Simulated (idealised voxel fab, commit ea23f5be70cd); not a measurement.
Title: Process Module voxel fin reveal
Cross-sectional view cut (width: 210 nm; square cell size: 5 nm).
We lay out every cross-section as a grid of square cells and spell it out in bands from the top down, where one band means one or more rows of cells.
Top height, bottom height, nm. Materials left to right, width each, nm. Single material + "everywhere" = fills band edge to edge. "empty" = empty.
Zero point of the height axis is 0; under it, received wafer = one material. Lowest band: continues down indefinitely, "0 -> down".
A width given as "30 to 40" starts at the first number in the band's top row and ends at the second number in its bottom row, shifting by an equal amount at every step from row to row.
For the purposes of this document, the phrase "nothing different" attached to a step denotes that no cell within the cross-section was modified by that step.
Closed void table: empty space of 8 cells or more with no open way to the top, each as width x height at its distance from the left edge, in nm
Heads up: the bit after the settings on a step's line is the simulator's remark on that step.
overlay nm: step with mask; distance mask lay right of planned place; negative value = left of planned place.

## Set out below are the planned steps of the process
| 1 | RECEIVE, material Si |
| 2 | CONFORMAL_DEP, material SiN, thk nm 5 |
| 3 | PATTERN, tone cover, mask id FINS, material resist, width nm 15, pitch nm 40, thk nm 20, overlay nm 0 |
| 4 | DIRECTIONAL_ETCH, etch materials SiN, depth nm 5 |
| 5 | DIRECTIONAL_ETCH, etch materials Si, depth nm 35 |
| 6 | STRIP, etch materials resist |
| 7 | FILL_DEP, material SiO2, thk nm 5 |
| 8 | CMP, height nm 5 |
| 9 | SELECTIVE_ETCH, etch materials SiO2, depth nm 30 |
| 10 | STRIP, etch materials SiN |
| 11 | CONFORMAL_DEP, material HfO2, thk nm 5 |
Keep in mind the plan's value for the thk nm of step 11 comes from the first wafer; the wafers don't share that setting, but they do share the same starting point.

## Here's the first of the wafers in cross-section, just as we got it, i.e. after step 1
  0 -> down: Si everywhere
  Closed void table: none

## The following table contains a row per wafer, in which are reported, at the conclusion of the module, the cells of each material gained (+) or lost (-) since the wafer's receipt, with its closed voids given thereafter
thk nm 5, +82 HfO2, -210 Si, +60 SiO2, Closed void table: none
thk nm 10, +164 HfO2, -210 Si, +60 SiO2, Closed void table: none
thk nm 15, +231 HfO2, -210 Si, +60 SiO2, Closed void table: none
thk nm 20, +283 HfO2, -210 Si, +60 SiO2, Closed void table: none
